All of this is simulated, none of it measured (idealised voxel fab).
You're looking at the process module voxel self aligned contacts.
Each square cell in cross-section cut measures 5 nm, and the section as a whole is 245 nm wide.
A cross-section is written here as square cells arranged in a grid, and it is given in bands from the top down, each band taking up one or more rows of cells. Heights first: top, then bottom, in nm. Then materials, left to right, each with a width in nm. "throughout" on a single material: fills the band edge to edge. "empty": empty space. Basically, 0 is our baseline, since under it the wafer straight out of the box is all one material. The bottom band has no lower end and keeps on going down, so it looks like "0 nm and below". Top row gets the first number, bottom row gets the second, and each row in between changes by the same step: that is how a band width like "30..40" works. It should be understood that the words "left unchanged", when stated for a given step, signify that the cross-section underwent no change in any of its cells during that step. "Trapped voids" enumerates empty spaces isolated from the top, with no open way to it, that contain at least 8 cells, giving each as width x height at distance from the left edge, all three in nm. after a step's settings: what the simulator itself notes on the step. The setting "overlay nm" may be written on the line of a step. When the step uses a mask, the value reports how far to the right of the planned place the mask lay, and a negative value reports that it lay to the left.

## Process steps foreseen in the plan
1,RECEIVE | material Si
2,CONFORMAL_DEP | material SiO2 | thk nm 5
3,DIRECTIONAL_DEP | material polySi | thk nm 20
4,DIRECTIONAL_DEP | material SiN | thk nm 20
5,DIRECTIONAL_DEP | material aC | thk nm 10
6,PATTERN | tone cover | mask id GATE | material resist | width nm 25 | pitch nm 55 | thk nm 25 | overlay nm 0
7,DIRECTIONAL_ETCH | etch materials aC | depth nm 10
8,STRIP | etch materials resist
9,DIRECTIONAL_ETCH | etch materials SiN | depth nm 20
10,DIRECTIONAL_ETCH | etch materials polySi | depth nm 20
11,STRIP | etch materials aC
12,CONFORMAL_DEP | material SiN | thk nm 5
13,DIRECTIONAL_ETCH | etch materials SiN | depth nm 5
14,FILL_DEP | material SiO2 | thk nm 15
15,CMP | height nm 55
16,MASKED_ETCH | tone open | mask id CONTACT | width nm 40 | pitch nm 55 | etch materials SiO2 | depth nm 55 | overlay nm -15
17,CONFORMAL_DEP | material TiN | thk nm 5
18,FILL_DEP | material Ru | thk nm 5
19,CMP | height nm 55
20,CONFORMAL_DEP | material SiCN | thk nm 5
Be aware that, although all wafers share a common starting state, the overlay nm at step 16 differs among them, and the plan displays the first wafer's value.

## Cross-section of the first incoming wafer of several, state after step 1
	0 nm and below: Si throughout
	Trapped voids: none

## Cross-section of the first of several wafers once the module has run through its last step, step 20
	60 nm to 55 nm: SiCN throughout
	55 nm to 45 nm: 60 nm SiO2, 5..30 nm TiN, 30..5 nm Ru, 5 nm TiN, 15 nm SiO2, 5..30 nm TiN, 30..5 nm Ru, 5 nm TiN, 90 nm SiO2
	45 nm to 25 nm: 50 nm SiO2, 35 nm SiN, 5 nm TiN, 5 nm Ru, 5 nm TiN, 5 nm SiO2, 35 nm SiN, 5 nm TiN, 5 nm Ru, 5 nm TiN, 5 nm SiO2, 35 nm SiN, 50 nm SiO2
	25 nm to 5 nm: 50 nm SiO2, 5 nm SiN, 25 nm polySi, 5 nm SiN, 5 nm TiN, 5 nm Ru, 5 nm TiN, 5 nm SiO2, 5 nm SiN, 25 nm polySi, 5 nm SiN, 5 nm TiN, 5 nm Ru, 5 nm TiN, 5 nm SiO2, 5 nm SiN, 25 nm polySi, 5 nm SiN, 50 nm SiO2
	5 nm to 0 nm: 85 nm SiO2, 15 nm TiN, 40 nm SiO2, 15 nm TiN, 90 nm SiO2
	0 nm and below: Si throughout
	Trapped voids: none

## Last-wafer cross-section at the end of the module
	60 nm to 55 nm: SiCN throughout
	55 nm to 45 nm: 90 nm SiO2, 5 nm TiN, 30..5 nm Ru, 5..30 nm TiN, 15 nm SiO2, 5 nm TiN, 30..5 nm Ru, 5..30 nm TiN, 60 nm SiO2
	45 nm to 25 nm: 50 nm SiO2, 35 nm SiN, 5 nm SiO2, 5 nm TiN, 5 nm Ru, 5 nm TiN, 35 nm SiN, 5 nm SiO2, 5 nm TiN, 5 nm Ru, 5 nm TiN, 35 nm SiN, 50 nm SiO2
	25 nm to 5 nm: 50 nm SiO2, 5 nm SiN, 25 nm polySi, 5 nm SiN, 5 nm SiO2, 5 nm TiN, 5 nm Ru, 5 nm TiN, 5 nm SiN, 25 nm polySi, 5 nm SiN, 5 nm SiO2, 5 nm TiN, 5 nm Ru, 5 nm TiN, 5 nm SiN, 25 nm polySi, 5 nm SiN, 50 nm SiO2
	5 nm to 0 nm: 90 nm SiO2, 15 nm TiN, 40 nm SiO2, 15 nm TiN, 85 nm SiO2
	0 nm and below: Si throughout
	Trapped voids: none

## End of module, by wafer: material-by-material cell gain (+) or loss (-) since receipt, then closed voids
overlay nm -15 | +30 Ru | +49 SiCN | +108 SiN | +285 SiO2 | +56 TiN | +60 polySi | Trapped voids: none
overlay nm -10 | +48 Ru | +49 SiCN | +108 SiN | +267 SiO2 | +56 TiN | +60 polySi | Trapped voids: none
overlay nm -5 | +48 Ru | +49 SiCN | +108 SiN | +267 SiO2 | +56 TiN | +60 polySi | Trapped voids: none
overlay nm 0 | +48 Ru | +49 SiCN | +108 SiN | +267 SiO2 | +56 TiN | +60 polySi | Trapped voids: none
overlay nm 5 | +48 Ru | +49 SiCN | +108 SiN | +267 SiO2 | +56 TiN | +60 polySi | Trapped voids: none
overlay nm 10 | +48 Ru | +49 SiCN | +108 SiN | +267 SiO2 | +56 TiN | +60 polySi | Trapped voids: none
overlay nm 15 | +30 Ru | +49 SiCN | +108 SiN | +285 SiO2 | +56 TiN | +60 polySi | Trapped voids: none
